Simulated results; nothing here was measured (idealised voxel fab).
A process module follows: voxel capacitor over wiring.
Section cut is 260 nm wide and gridded with 5 nm square cells.
Format of a cross-section: grid, square cells. Given as bands. Order: top down. Band: one or more rows of cells.
This entry defines a band. It first specifies the height of the band's top and the height of its bottom in nm, and then specifies the band's materials from left to right, stating each material with its width in nm. The word "all across" identifies a single material that fills the band from edge to edge, while the word "air" identifies empty space.
For the purposes of this specification, 0 denotes the height below which the wafer in its as-received condition is composed wholly of one material, and the lowermost band, lacking a lower limit, extends downward without end, as expressed in "0..down".
Graded width ("30 to 40"): value in top row of band = first number; value in bottom row = second number; row-to-row change constant.
"remained the same" (step): cross-section cells unchanged, all of them.
Look at "Enclosed void list" for the closed voids: empty spaces with no open path to the top, sized 8 cells or up. Each is width x height at distance, distance from the left edge, all nm.
Step line, after settings: the simulator's comment on this step.
Regarding "overlay nm": on a step with a mask, it is the distance the mask lay to the right of its planned place; a negative value places it to the left.
Each of the pairs that make up the rest of this document says: here is the cross-section before one process step, here is the cross-section after it, drawn only down to the lowest band that changed, and here, under the pair, is the step lying between them with its settings. Different pairs may come from different runs of this module on the same starting wafer, so a pair continues from the pair above it only where its entry headed "State before step" says so.

[State before step]
> 0..down = Si all across
> Enclosed void list: none

[Section After Processing]
> 10..0 = SiO2 all across
> Note: structure below 0 unchanged.
> Enclosed void list: none
Can you name the step between the two cross-sections above? It is CONFORMAL_DEP,material SiO2,thk nm 10

State before step: just use the after drawing of the pair above as your starting point.

[Section After Processing]
> 15..10 = TiN all across
> Note: structure below 10 unchanged.
> Enclosed void list: none
Can you name the step between the two cross-sections above? It is DIRECTIONAL_DEP,material TiN,thk nm 5

State before step: just use the after drawing of the pair above as your starting point.

[Section After Processing]
> 35..15 = W all across
> Note: structure below 15 unchanged.
> Enclosed void list: none
Can you name the step between the two cross-sections above? It is DIRECTIONAL_DEP,material W,thk nm 20

State before step: just use the after drawing of the pair above as your starting point.

[Section After Processing]
> 50..35 = aC all across
> Note: structure below 35 unchanged.
> Enclosed void list: none
Can you name the step between the two cross-sections above? It is DIRECTIONAL_DEP,material aC,thk nm 15

State before step: just use the after drawing of the pair above as your starting point.

[Section After Processing]
> 85..50 = air 70 nm / resist 25 nm / air 65 nm / resist 25 nm / air 75 nm
> Note: structure below 50 unchanged.
> Enclosed void list: none
Can you name the step between the two cross-sections above? It is PATTERN,tone cover,mask id METAL_1,material resist,width nm 25,pitch nm 90,thk nm 35,overlay nm 0

State before step: just use the after drawing of the pair above as your starting point.

[Section After Processing]
> 70..50 = air 70 nm / resist 25 nm / air 65 nm / resist 25 nm / air 75 nm
> 50..35 = air 70 nm / aC 25 nm / air 65 nm / aC 25 nm / air 75 nm
> Note: structure below 35 unchanged.
> Enclosed void list: none
Can you name the step between the two cross-sections above? It is DIRECTIONAL_ETCH,etch materials aC,depth nm 15

State before step: just use the after drawing of the pair above as your starting point.

[Section After Processing]
> 50..35 = air 70 nm / aC 25 nm / air 65 nm / aC 25 nm / air 75 nm
> Note: structure below 35 unchanged.
> Enclosed void list: none
Can you name the step between the two cross-sections above? It is STRIP,etch materials resist

State before step: just use the after drawing of the pair above as your starting point.

[Section After Processing]
> 50..35 = air 70 nm / aC 25 nm / air 65 nm / aC 25 nm / air 75 nm
> 35..15 = air 70 nm / W 25 nm / air 65 nm / W 25 nm / air 75 nm
> Note: structure below 15 unchanged.
> Enclosed void list: none
Can you name the step between the two cross-sections above? It is DIRECTIONAL_ETCH,etch materials W,depth nm 20

State before step: just use the after drawing of the pair above as your starting point.

[Section After Processing]
> 50..35 = air 70 nm / aC 25 nm / air 65 nm / aC 25 nm / air 75 nm
> 35..15 = air 70 nm / W 25 nm / air 65 nm / W 25 nm / air 75 nm
> 15..10 = air 70 nm / TiN 25 nm / air 65 nm / TiN 25 nm / air 75 nm
> Note: structure below 10 unchanged.
> Enclosed void list: none
Can you name the step between the two cross-sections above? It is DIRECTIONAL_ETCH,etch materials TiN,depth nm 5

State before step: just use the after drawing of the pair above as your starting point.

[Section After Processing]
> 35..15 = air 70 nm / W 25 nm / air 65 nm / W 25 nm / air 75 nm
> Note: structure below 15 unchanged.
> Enclosed void list: none
Can you name the step between the two cross-sections above? It is STRIP,etch materials aC

State before step: just use the after drawing of the pair above as your starting point.

[Section After Processing]
> 40..35 = lowk all across
> 35..15 = lowk 70 nm / W 25 nm / lowk 65 nm / W 25 nm / lowk 75 nm
> 15..10 = lowk 70 nm / TiN 25 nm / lowk 65 nm / TiN 25 nm / lowk 75 nm
> Note: structure below 10 unchanged.
> Enclosed void list: none
Can you name the step between the two cross-sections above? It is FILL_DEP,material lowk,thk nm 5

State before step: just use the after drawing of the pair above as your starting point.

[Section After Processing]
> 35..15 = lowk 70 nm / W 25 nm / lowk 65 nm / W 25 nm / lowk 75 nm
> Note: structure below 15 unchanged.
> Enclosed void list: none
Can you name the step between the two cross-sections above? It is CMP,height nm 35

State before step: just use the after drawing of the pair above as your starting point.

[Section After Processing]
> 40..35 = SiCN all across
> Note: structure below 35 unchanged.
> Enclosed void list: none
Can you name the step between the two cross-sections above? It is CONFORMAL_DEP,material SiCN,thk nm 5

State before step: just use the after drawing of the pair above as your starting point.

[Section After Processing]
> 50..40 = lowk all across
> Note: structure below 40 unchanged.
> Enclosed void list: none
Can you name the step between the two cross-sections above? It is DIRECTIONAL_DEP,material lowk,thk nm 10

State before step: just use the after drawing of the pair above as your starting point.

[Section After Processing]
> 50..40 = lowk 80 nm / air 15 nm / lowk 165 nm
> Note: structure below 40 unchanged.
> Enclosed void list: none
Can you name the step between the two cross-sections above? It is MASKED_ETCH,tone open,mask id PLUG_1,width nm 15,etch materials lowk,depth nm 10,overlay nm 0

State before step: just use the after drawing of the pair above as your starting point.

[Section After Processing]
> 50..40 = lowk 80 nm / air 15 nm / lowk 165 nm
> 40..35 = SiCN 80 nm / air 15 nm / SiCN 165 nm
> Note: structure below 35 unchanged.
> Enclosed void list: none
Can you name the step between the two cross-sections above? It is MASKED_ETCH,tone open,mask id PLUG_1,width nm 15,etch materials SiCN,depth nm 5,overlay nm 0

State before step: just use the after drawing of the pair above as your starting point.

[Section After Processing]
> 50..45 = lowk 80 nm / air 15 nm / lowk 165 nm
> 45..40 = lowk 80 nm / Ru 15 nm / lowk 165 nm
> 40..35 = SiCN 80 nm / Ru 15 nm / SiCN 165 nm
> Note: structure below 35 unchanged.
> Enclosed void list: none
Can you name the step between the two cross-sections above? It is EPI,material Ru,thk nm 10

State before step: just use the after drawing of the pair above as your starting point.

[Section After Processing]
> 50..40 = lowk 80 nm / Ru 15 nm / lowk 165 nm
> Note: structure below 40 unchanged.
> Enclosed void list: none
Can you name the step between the two cross-sections above? It is EPI,material Ru,thk nm 5

State before step: just use the after drawing of the pair above as your starting point.

[Section After Processing]
> 60..50 = TiN all across
> Note: structure below 50 unchanged.
> Enclosed void list: none
Can you name the step between the two cross-sections above? It is DIRECTIONAL_DEP,material TiN,thk nm 10

State before step: just use the after drawing of the pair above as your starting point.

[Section After Processing]
> 65..60 = Al2O3 all across
> Note: structure below 60 unchanged.
> Enclosed void list: none
Can you name the step between the two cross-sections above? It is DIRECTIONAL_DEP,material Al2O3,thk nm 5

State before step: just use the after drawing of the pair above as your starting point.

[Section After Processing]
> 75..65 = TiN all across
> Note: structure below 65 unchanged.
> Enclosed void list: none
Can you name the step between the two cross-sections above? It is DIRECTIONAL_DEP,material TiN,thk nm 10

State before step: just use the after drawing of the pair above as your starting point.

[Section After Processing]
> 95..75 = air 80 nm / resist 70 nm / air 110 nm
> Note: structure below 75 unchanged.
> Enclosed void list: none
Can you name the step between the two cross-sections above? It is PATTERN,tone cover,mask id UPPER_PLATE,material resist,width nm 70,thk nm 20,overlay nm 0

State before step: just use the after drawing of the pair above as your starting point.

[Section After Processing]
> 95..75 = air 80 nm / resist 70 nm / air 110 nm
> 75..65 = air 80 nm / TiN 70 nm / air 110 nm
> Note: structure below 65 unchanged.
> Enclosed void list: none
Can you name the step between the two cross-sections above? It is DIRECTIONAL_ETCH,etch materials TiN,depth nm 10

State before step: just use the after drawing of the pair above as your starting point.

[Section After Processing]
> 95..75 = air 80 nm / resist 70 nm / air 110 nm
> 75..65 = air 80 nm / TiN 70 nm / air 110 nm
> 65..60 = air 80 nm / Al2O3 70 nm / air 110 nm
> Note: structure below 60 unchanged.
> Enclosed void list: none
Can you name the step between the two cross-sections above? It is DIRECTIONAL_ETCH,etch materials Al2O3,depth nm 5

State before step: just use the after drawing of the pair above as your starting point.

[Section After Processing]
> 75..65 = air 80 nm / TiN 70 nm / air 110 nm
> Note: structure below 65 unchanged.
> Enclosed void list: none
Can you name the step between the two cross-sections above? It is STRIP,etch materials resist

State before step: just use the after drawing of the pair above as your starting point.

[Section After Processing]
> 90..75 = air 75 nm / resist 80 nm / air 105 nm
> 75..65 = air 75 nm / resist 5 nm / TiN 70 nm / resist 5 nm / air 105 nm
> 65..60 = air 75 nm / resist 5 nm / Al2O3 70 nm / resist 5 nm / air 105 nm
> Note: structure below 60 unchanged.
> Enclosed void list: none
Can you name the step between the two cross-sections above? It is PATTERN,tone cover,mask id LOWER_PLATE,material resist,width nm 80,thk nm 15,overlay nm 0

State before step: just use the after drawing of the pair above as your starting point.

[Section After Processing]
> 90..75 = air 75 nm / resist 80 nm / air 105 nm
> 75..65 = air 75 nm / resist 5 nm / TiN 70 nm / resist 5 nm / air 105 nm
> 65..60 = air 75 nm / resist 5 nm / Al2O3 70 nm / resist 5 nm / air 105 nm
> 60..50 = air 75 nm / TiN 80 nm / air 105 nm
> Note: structure below 50 unchanged.
> Enclosed void list: none
Can you name the step between the two cross-sections above? It is DIRECTIONAL_ETCH,etch materials TiN,depth nm 10

State before step: just use the after drawing of the pair above as your starting point.

[Section After Processing]
> 75..65 = air 80 nm / TiN 70 nm / air 110 nm
> 65..60 = air 80 nm / Al2O3 70 nm / air 110 nm
> Note: structure below 60 unchanged.
> Enclosed void list: none
Can you name the step between the two cross-sections above? It is STRIP,etch materials resist

State before step: just use the after drawing of the pair above as your starting point.

[Section After Processing]
> 95..75 = SiO2 all across
> 75..65 = SiO2 80 nm / TiN 70 nm / SiO2 110 nm
> 65..60 = SiO2 80 nm / Al2O3 70 nm / SiO2 110 nm
> 60..50 = SiO2 75 nm / TiN 80 nm / SiO2 105 nm
> Note: structure below 50 unchanged.
> Enclosed void list: none
Can you name the step between the two cross-sections above? It is FILL_DEP,material SiO2,thk nm 20

State before step: just use the after drawing of the pair above as your starting point.

[Section After Processing]
> 90..75 = SiO2 all across
> Note: structure below 75 unchanged.
> Enclosed void list: none
Can you name the step between the two cross-sections above? It is CMP,height nm 90

State before step: just use the after drawing of the pair above as your starting point.

[Section After Processing]
> 105..90 = resist 90 nm / air 15 nm / resist 155 nm
> Note: structure below 90 unchanged.
> Enclosed void list: none
Can you name the step between the two cross-sections above? It is PATTERN,tone open,mask id PLUG_2,material resist,width nm 15,thk nm 15,overlay nm 0

State before step: just use the after drawing of the pair above as your starting point.

[Section After Processing]
> 105..90 = resist 90 nm / air 15 nm / resist 155 nm
> 90..75 = SiO2 90 nm / air 15 nm / SiO2 155 nm
> Note: structure below 75 unchanged.
> Enclosed void list: none
Can you name the step between the two cross-sections above? It is DIRECTIONAL_ETCH,etch materials SiO2,depth nm 15

State before step: just use the after drawing of the pair above as your starting point.

[Section After Processing]
> 90..75 = SiO2 90 nm / air 15 nm / SiO2 155 nm
> Note: structure below 75 unchanged.
> Enclosed void list: none
Can you name the step between the two cross-sections above? It is STRIP,etch materials resist

State before step: just use the after drawing of the pair above as your starting point.

[Section After Processing]
> 95..90 = TiN 95 nm / air 5 nm / TiN 160 nm
> 90..80 = SiO2 90 nm / TiN 5 nm / air 5 nm / TiN 5 nm / SiO2 155 nm
> 80..75 = SiO2 90 nm / TiN 15 nm / SiO2 155 nm
> Note: structure below 75 unchanged.
> Enclosed void list: none
Can you name the step between the two cross-sections above? It is CONFORMAL_DEP,material TiN,thk nm 5

State before step: just use the after drawing of the pair above as your starting point.

[Section After Processing]
> 100..95 = W all across
> 95..90 = TiN 95 nm / W 5 nm / TiN 160 nm
> 90..80 = SiO2 90 nm / TiN 5 nm / W 5 nm / TiN 5 nm / SiO2 155 nm
> Note: structure below 80 unchanged.
> Enclosed void list: none
Can you name the step between the two cross-sections above? It is FILL_DEP,material W,thk nm 5

State before step: just use the after drawing of the pair above as your starting point.

[Section After Processing]
> 90..80 = SiO2 90 nm / TiN 5 nm / W 5 nm / TiN 5 nm / SiO2 155 nm
> Note: structure below 80 unchanged.
> Enclosed void list: none
Can you name the step between the two cross-sections above? It is CMP,height nm 90

State before step: just use the after drawing of the pair above as your starting point.

[Section After Processing]
> 95..90 = SiCN all across
> Note: structure below 90 unchanged.
> Enclosed void list: none
Can you name the step between the two cross-sections above? It is CONFORMAL_DEP,material SiCN,thk nm 5

[State before step]
> 10..0 = SiO2 all across
> 0..down = Si all across
> Enclosed void list: none

[Section After Processing]
> 30..10 = W all across
> Note: structure below 10 unchanged.
> Enclosed void list: none
Can you name the step between the two cross-sections above? It is DIRECTIONAL_DEP,material W,thk nm 20

State before step: just use the after drawing of the pair above as your starting point.

[Section After Processing]
> 45..30 = aC all across
> Note: structure below 30 unchanged.
> Enclosed void list: none
Can you name the step between the two cross-sections above? It is DIRECTIONAL_DEP,material aC,thk nm 15

State before step: just use the after drawing of the pair above as your starting point.

[Section After Processing]
> 80..45 = air 70 nm / resist 25 nm / air 65 nm / resist 25 nm / air 75 nm
> Note: structure below 45 unchanged.
> Enclosed void list: none
Can you name the step between the two cross-sections above? It is PATTERN,tone cover,mask id METAL_1,material resist,width nm 25,pitch nm 90,thk nm 35,overlay nm 0

State before step: just use the after drawing of the pair above as your starting point.

[Section After Processing]
> 65..45 = air 70 nm / resist 25 nm / air 65 nm / resist 25 nm / air 75 nm
> 45..30 = air 70 nm / aC 25 nm / air 65 nm / aC 25 nm / air 75 nm
> Note: structure below 30 unchanged.
> Enclosed void list: none
Can you name the step between the two cross-sections above? It is DIRECTIONAL_ETCH,etch materials aC,depth nm 15

State before step: just use the after drawing of the pair above as your starting point.

[Section After Processing]
> 45..30 = air 70 nm / aC 25 nm / air 65 nm / aC 25 nm / air 75 nm
> Note: structure below 30 unchanged.
> Enclosed void list: none
Can you name the step between the two cross-sections above? It is STRIP,etch materials resist

State before step: just use the after drawing of the pair above as your starting point.

[Section After Processing]
> 45..30 = air 70 nm / aC 25 nm / air 65 nm / aC 25 nm / air 75 nm
> 30..10 = air 70 nm / W 25 nm / air 65 nm / W 25 nm / air 75 nm
> Note: structure below 10 unchanged.
> Enclosed void list: none
Can you name the step between the two cross-sections above? It is DIRECTIONAL_ETCH,etch materials W,depth nm 20

State before step: just use the after drawing of the pair above as your starting point.

[Section After Processing]
> 30..10 = air 70 nm / W 25 nm / air 65 nm / W 25 nm / air 75 nm
> Note: structure below 10 unchanged.
> Enclosed void list: none
Can you name the step between the two cross-sections above? It is STRIP,etch materials aC

State before step: just use the after drawing of the pair above as your starting point.

[Section After Processing]
> 35..30 = lowk all across
> 30..10 = lowk 70 nm / W 25 nm / lowk 65 nm / W 25 nm / lowk 75 nm
> Note: structure below 10 unchanged.
> Enclosed void list: none
Can you name the step between the two cross-sections above? It is FILL_DEP,material lowk,thk nm 5

State before step: just use the after drawing of the pair above as your starting point.

[Section After Processing]
> 40..35 = SiCN all across
> Note: structure below 35 unchanged.
> Enclosed void list: none
Can you name the step between the two cross-sections above? It is CONFORMAL_DEP,material SiCN,thk nm 5

State before step: just use the after drawing of the pair above as your starting point.

[Section After Processing]
> 50..40 = lowk all across
> Note: structure below 40 unchanged.
> Enclosed void list: none
Can you name the step between the two cross-sections above? It is DIRECTIONAL_DEP,material lowk,thk nm 10

State before step: just use the after drawing of the pair above as your starting point.

[Section After Processing]
> 50..40 = lowk 80 nm / air 15 nm / lowk 165 nm
> Note: structure below 40 unchanged.
> Enclosed void list: none
Can you name the step between the two cross-sections above? It is MASKED_ETCH,tone open,mask id PLUG_1,width nm 15,etch materials lowk,depth nm 10,overlay nm 0

State before step: just use the after drawing of the pair above as your starting point.

[Section After Processing]
> 50..40 = lowk 80 nm / air 15 nm / lowk 165 nm
> 40..35 = SiCN 80 nm / air 15 nm / SiCN 165 nm
> Note: structure below 35 unchanged.
> Enclosed void list: none
Can you name the step between the two cross-sections above? It is MASKED_ETCH,tone open,mask id PLUG_1,width nm 15,etch materials SiCN,depth nm 5,overlay nm 0

State before step: just use the after drawing of the pair above as your starting point.

[Section After Processing]
> 60..50 = TiN 80 nm / air 15 nm / TiN 165 nm
> 50..45 = lowk 80 nm / air 15 nm / lowk 165 nm
> 45..40 = lowk 80 nm / TiN 15 nm / lowk 165 nm
> 40..35 = SiCN 80 nm / TiN 15 nm / SiCN 165 nm
> Note: structure below 35 unchanged.
> Enclosed void list: none
Can you name the step between the two cross-sections above? It is DIRECTIONAL_DEP,material TiN,thk nm 10

State before step: just use the after drawing of the pair above as your starting point.

[Section After Processing]
> 65..60 = Al2O3 80 nm / air 15 nm / Al2O3 165 nm
> 60..50 = TiN 80 nm / air 15 nm / TiN 165 nm
> 50..45 = lowk 80 nm / Al2O3 15 nm / lowk 165 nm
> Note: structure below 45 unchanged.
> Enclosed void list: none
Can you name the step between the two cross-sections above? It is DIRECTIONAL_DEP,material Al2O3,thk nm 5

State before step: just use the after drawing of the pair above as your starting point.

[Section After Processing]
> 75..65 = TiN 80 nm / air 15 nm / TiN 165 nm
> 65..60 = Al2O3 80 nm / air 15 nm / Al2O3 165 nm
> 60..50 = TiN all across
> Note: structure below 50 unchanged.
> Enclosed void list: none
Can you name the step between the two cross-sections above? It is DIRECTIONAL_DEP,material TiN,thk nm 10

State before step: just use the after drawing of the pair above as your starting point.

[Section After Processing]
> 95..75 = air 80 nm / resist 70 nm / air 110 nm
> 75..65 = TiN 80 nm / resist 15 nm / TiN 165 nm
> 65..60 = Al2O3 80 nm / resist 15 nm / Al2O3 165 nm
> Note: structure below 60 unchanged.
> Enclosed void list: none
Can you name the step between the two cross-sections above? It is PATTERN,tone cover,mask id UPPER_PLATE,material resist,width nm 70,thk nm 20,overlay nm 0

State before step: just use the after drawing of the pair above as your starting point.

[Section After Processing]
> 95..75 = air 80 nm / resist 70 nm / air 110 nm
> 75..65 = air 80 nm / resist 15 nm / TiN 55 nm / air 110 nm
> Note: structure below 65 unchanged.
> Enclosed void list: none
Can you name the step between the two cross-sections above? It is DIRECTIONAL_ETCH,etch materials TiN,depth nm 10

State before step: just use the after drawing of the pair above as your starting point.

[Section After Processing]
> 95..75 = air 80 nm / resist 70 nm / air 110 nm
> 75..65 = air 80 nm / resist 15 nm / TiN 55 nm / air 110 nm
> 65..60 = air 80 nm / resist 15 nm / Al2O3 55 nm / air 110 nm
> Note: structure below 60 unchanged.
> Enclosed void list: none
Can you name the step between the two cross-sections above? It is DIRECTIONAL_ETCH,etch materials Al2O3,depth nm 5

State before step: just use the after drawing of the pair above as your starting point.

[Section After Processing]
> 75..65 = air 95 nm / TiN 55 nm / air 110 nm
> 65..60 = air 95 nm / Al2O3 55 nm / air 110 nm
> Note: structure below 60 unchanged.
> Enclosed void list: none
Can you name the step between the two cross-sections above? It is STRIP,etch materials resist

State before step: just use the after drawing of the pair above as your starting point.

[Section After Processing]
> 90..75 = air 75 nm / resist 80 nm / air 105 nm
> 75..65 = air 75 nm / resist 20 nm / TiN 55 nm / resist 5 nm / air 105 nm
> 65..60 = air 75 nm / resist 20 nm / Al2O3 55 nm / resist 5 nm / air 105 nm
> Note: structure below 60 unchanged.
> Enclosed void list: none
Can you name the step between the two cross-sections above? It is PATTERN,tone cover,mask id LOWER_PLATE,material resist,width nm 80,thk nm 15,overlay nm 0

State before step: just use the after drawing of the pair above as your starting point.

[Section After Processing]
> 90..75 = air 75 nm / resist 80 nm / air 105 nm
> 75..65 = air 75 nm / resist 20 nm / TiN 55 nm / resist 5 nm / air 105 nm
> 65..60 = air 75 nm / resist 20 nm / Al2O3 55 nm / resist 5 nm / air 105 nm
> 60..50 = air 75 nm / TiN 80 nm / air 105 nm
> Note: structure below 50 unchanged.
> Enclosed void list: none
Can you name the step between the two cross-sections above? It is DIRECTIONAL_ETCH,etch materials TiN,depth nm 10

State before step: just use the after drawing of the pair above as your starting point.

[Section After Processing]
> 75..65 = air 95 nm / TiN 55 nm / air 110 nm
> 65..60 = air 95 nm / Al2O3 55 nm / air 110 nm
> Note: structure below 60 unchanged.
> Enclosed void list: none
Can you name the step between the two cross-sections above? It is STRIP,etch materials resist

State before step: just use the after drawing of the pair above as your starting point.

[Section After Processing]
> 95..75 = SiO2 all across
> 75..65 = SiO2 95 nm / TiN 55 nm / SiO2 110 nm
> 65..60 = SiO2 95 nm / Al2O3 55 nm / SiO2 110 nm
> 60..50 = SiO2 75 nm / TiN 80 nm / SiO2 105 nm
> Note: structure below 50 unchanged.
> Enclosed void list: none
Can you name the step between the two cross-sections above? It is FILL_DEP,material SiO2,thk nm 20

State before step: just use the after drawing of the pair above as your starting point.

[Section After Processing]
> 90..75 = SiO2 all across
> Note: structure below 75 unchanged.
> Enclosed void list: none
Can you name the step between the two cross-sections above? It is CMP,height nm 90

State before step: just use the after drawing of the pair above as your starting point.

[Section After Processing]
> 105..90 = resist 90 nm / air 15 nm / resist 155 nm
> Note: structure below 90 unchanged.
> Enclosed void list: none
Can you name the step between the two cross-sections above? It is PATTERN,tone open,mask id PLUG_2,material resist,width nm 15,thk nm 15,overlay nm 0

State before step: just use the after drawing of the pair above as your starting point.

[Section After Processing]
> 105..90 = resist 90 nm / air 15 nm / resist 155 nm
> 90..75 = SiO2 90 nm / air 15 nm / SiO2 155 nm
> Note: structure below 75 unchanged.
> Enclosed void list: none
Can you name the step between the two cross-sections above? It is DIRECTIONAL_ETCH,etch materials SiO2,depth nm 15

State before step: just use the after drawing of the pair above as your starting point.

[Section After Processing]
> 90..75 = SiO2 90 nm / air 15 nm / SiO2 155 nm
> Note: structure below 75 unchanged.
> Enclosed void list: none
Can you name the step between the two cross-sections above? It is STRIP,etch materials resist

State before step: just use the after drawing of the pair above as your starting point.

[Section After Processing]
> 95..90 = TiN 95 nm / air 5 nm / TiN 160 nm
> 90..80 = SiO2 90 nm / TiN 5 nm / air 5 nm / TiN 5 nm / SiO2 155 nm
> 80..75 = SiO2 90 nm / TiN 15 nm / SiO2 155 nm
> Note: structure below 75 unchanged.
> Enclosed void list: none
Can you name the step between the two cross-sections above? It is CONFORMAL_DEP,material TiN,thk nm 5

State before step: just use the after drawing of the pair above as your starting point.

[Section After Processing]
> 100..95 = W all across
> 95..90 = TiN 95 nm / W 5 nm / TiN 160 nm
> 90..80 = SiO2 90 nm / TiN 5 nm / W 5 nm / TiN 5 nm / SiO2 155 nm
> Note: structure below 80 unchanged.
> Enclosed void list: none
Can you name the step between the two cross-sections above? It is FILL_DEP,material W,thk nm 5

State before step: just use the after drawing of the pair above as your starting point.

[Section After Processing]
> 90..80 = SiO2 90 nm / TiN 5 nm / W 5 nm / TiN 5 nm / SiO2 155 nm
> Note: structure below 80 unchanged.
> Enclosed void list: none
Can you name the step between the two cross-sections above? It is CMP,height nm 90

State before step: just use the after drawing of the pair above as your starting point.

[Section After Processing]
> 95..90 = SiCN all across
> Note: structure below 90 unchanged.
> Enclosed void list: none
Can you name the step between the two cross-sections above? It is CONFORMAL_DEP,material SiCN,thk nm 5

[State before step]
> 50..45 = lowk 80 nm / air 15 nm / lowk 165 nm
> 45..40 = lowk 80 nm / Ru 15 nm / lowk 165 nm
> 40..35 = SiCN 80 nm / Ru 15 nm / SiCN 165 nm
> 35..15 = lowk 70 nm / W 25 nm / lowk 65 nm / W 25 nm / lowk 75 nm
> 15..10 = lowk 70 nm / TiN 25 nm / lowk 65 nm / TiN 25 nm / lowk 75 nm
> 10..0 = SiO2 all across
> 0..down = Si all across
> Enclosed void list: none

[Section After Processing]
> 55..50 = air 75 nm / Ru 25 nm / air 160 nm
> 50..40 = lowk 80 nm / Ru 15 nm / lowk 165 nm
> Note: structure below 40 unchanged.
> Enclosed void list: none
Can you name the step between the two cross-sections above? It is EPI,material Ru,thk nm 10

State before step: just use the after drawing of the pair above as your starting point.

[Section After Processing]
> 60..50 = air 70 nm / Ru 35 nm / air 155 nm
> Note: structure below 50 unchanged.
> Enclosed void list: none
Can you name the step between the two cross-sections above? It is EPI,material Ru,thk nm 5

State before step: just use the after drawing of the pair above as your starting point.

[Section After Processing]
> 70..60 = air 70 nm / TiN 35 nm / air 155 nm
> 60..50 = TiN 70 nm / Ru 35 nm / TiN 155 nm
> Note: structure below 50 unchanged.
> Enclosed void list: none
Can you name the step between the two cross-sections above? It is DIRECTIONAL_DEP,material TiN,thk nm 10

State before step: just use the after drawing of the pair above as your starting point.

[Section After Processing]
> 75..70 = air 70 nm / Al2O3 35 nm / air 155 nm
> 70..65 = air 70 nm / TiN 35 nm / air 155 nm
> 65..60 = Al2O3 70 nm / TiN 35 nm / Al2O3 155 nm
> Note: structure below 60 unchanged.
> Enclosed void list: none
Can you name the step between the two cross-sections above? It is DIRECTIONAL_DEP,material Al2O3,thk nm 5

State before step: just use the after drawing of the pair above as your starting point.

[Section After Processing]
> 85..75 = air 70 nm / TiN 35 nm / air 155 nm
> 75..70 = TiN 70 nm / Al2O3 35 nm / TiN 155 nm
> 70..65 = TiN all across
> Note: structure below 65 unchanged.
> Enclosed void list: none
Can you name the step between the two cross-sections above? It is DIRECTIONAL_DEP,material TiN,thk nm 10

State before step: just use the after drawing of the pair above as your starting point.

[Section After Processing]
> 105..85 = air 80 nm / resist 70 nm / air 110 nm
> 85..75 = air 70 nm / TiN 35 nm / resist 45 nm / air 110 nm
> Note: structure below 75 unchanged.
> Enclosed void list: none
Can you name the step between the two cross-sections above? It is PATTERN,tone cover,mask id UPPER_PLATE,material resist,width nm 70,thk nm 20,overlay nm 0

State before step: just use the after drawing of the pair above as your starting point.

[Section After Processing]
> 105..85 = air 80 nm / resist 70 nm / air 110 nm
> 85..75 = air 80 nm / TiN 25 nm / resist 45 nm / air 110 nm
> 75..70 = air 70 nm / Al2O3 35 nm / TiN 45 nm / air 110 nm
> 70..65 = air 70 nm / TiN 80 nm / air 110 nm
> Note: structure below 65 unchanged.
> Enclosed void list: none
Can you name the step between the two cross-sections above? It is DIRECTIONAL_ETCH,etch materials TiN,depth nm 10

State before step: just use the after drawing of the pair above as your starting point.

[Section After Processing]
> 105..85 = air 80 nm / resist 70 nm / air 110 nm
> 85..75 = air 80 nm / TiN 25 nm / resist 45 nm / air 110 nm
> 75..70 = air 80 nm / Al2O3 25 nm / TiN 45 nm / air 110 nm
> 70..65 = air 70 nm / TiN 80 nm / air 110 nm
> 65..60 = air 70 nm / TiN 35 nm / Al2O3 45 nm / air 110 nm
> Note: structure below 60 unchanged.
> Enclosed void list: none
Can you name the step between the two cross-sections above? It is DIRECTIONAL_ETCH,etch materials Al2O3,depth nm 5

State before step: just use the after drawing of the pair above as your starting point.

[Section After Processing]
> 85..75 = air 80 nm / TiN 25 nm / air 155 nm
> Note: structure below 75 unchanged.
> Enclosed void list: none
Can you name the step between the two cross-sections above? It is STRIP,etch materials resist

State before step: just use the after drawing of the pair above as your starting point.

[Section After Processing]
> 100..85 = air 75 nm / resist 80 nm / air 105 nm
> 85..75 = air 75 nm / resist 5 nm / TiN 25 nm / resist 50 nm / air 105 nm
> 75..70 = air 75 nm / resist 5 nm / Al2O3 25 nm / TiN 45 nm / resist 5 nm / air 105 nm
> 70..65 = air 70 nm / TiN 80 nm / resist 5 nm / air 105 nm
> 65..60 = air 70 nm / TiN 35 nm / Al2O3 45 nm / resist 5 nm / air 105 nm
> Note: structure below 60 unchanged.
> Enclosed void list: none
Can you name the step between the two cross-sections above? It is PATTERN,tone cover,mask id LOWER_PLATE,material resist,width nm 80,thk nm 15,overlay nm 0

State before step: just use the after drawing of the pair above as your starting point.

[Section After Processing]
> 100..85 = air 75 nm / resist 80 nm / air 105 nm
> 85..75 = air 75 nm / resist 5 nm / TiN 25 nm / resist 50 nm / air 105 nm
> 75..70 = air 75 nm / resist 5 nm / Al2O3 25 nm / TiN 45 nm / resist 5 nm / air 105 nm
> 70..65 = air 75 nm / TiN 75 nm / resist 5 nm / air 105 nm
> 65..60 = air 75 nm / TiN 30 nm / Al2O3 45 nm / resist 5 nm / air 105 nm
> 60..50 = air 70 nm / Ru 35 nm / TiN 50 nm / air 105 nm
> Note: structure below 50 unchanged.
> Enclosed void list: none
Can you name the step between the two cross-sections above? It is DIRECTIONAL_ETCH,etch materials TiN,depth nm 10

State before step: just use the after drawing of the pair above as your starting point.

[Section After Processing]
> 85..75 = air 80 nm / TiN 25 nm / air 155 nm
> 75..70 = air 80 nm / Al2O3 25 nm / TiN 45 nm / air 110 nm
> 70..65 = air 75 nm / TiN 75 nm / air 110 nm
> 65..60 = air 75 nm / TiN 30 nm / Al2O3 45 nm / air 110 nm
> Note: structure below 60 unchanged.
> Enclosed void list: none
Can you name the step between the two cross-sections above? It is STRIP,etch materials resist

State before step: just use the after drawing of the pair above as your starting point.

[Section After Processing]
> 105..85 = SiO2 all across
> 85..75 = SiO2 80 nm / TiN 25 nm / SiO2 155 nm
> 75..70 = SiO2 80 nm / Al2O3 25 nm / TiN 45 nm / SiO2 110 nm
> 70..65 = SiO2 75 nm / TiN 75 nm / SiO2 110 nm
> 65..60 = SiO2 75 nm / TiN 30 nm / Al2O3 45 nm / SiO2 110 nm
> 60..50 = SiO2 70 nm / Ru 35 nm / TiN 50 nm / SiO2 105 nm
> Note: structure below 50 unchanged.
> Enclosed void list: none
Can you name the step between the two cross-sections above? It is FILL_DEP,material SiO2,thk nm 20

State before step: just use the after drawing of the pair above as your starting point.

[Section After Processing]
> 90..85 = SiO2 all across
> Note: structure below 85 unchanged.
> Enclosed void list: none
Can you name the step between the two cross-sections above? It is CMP,height nm 90

State before step: just use the after drawing of the pair above as your starting point.

[Section After Processing]
> 105..90 = resist 90 nm / air 15 nm / resist 155 nm
> Note: structure below 90 unchanged.
> Enclosed void list: none
Can you name the step between the two cross-sections above? It is PATTERN,tone open,mask id PLUG_2,material resist,width nm 15,thk nm 15,overlay nm 0
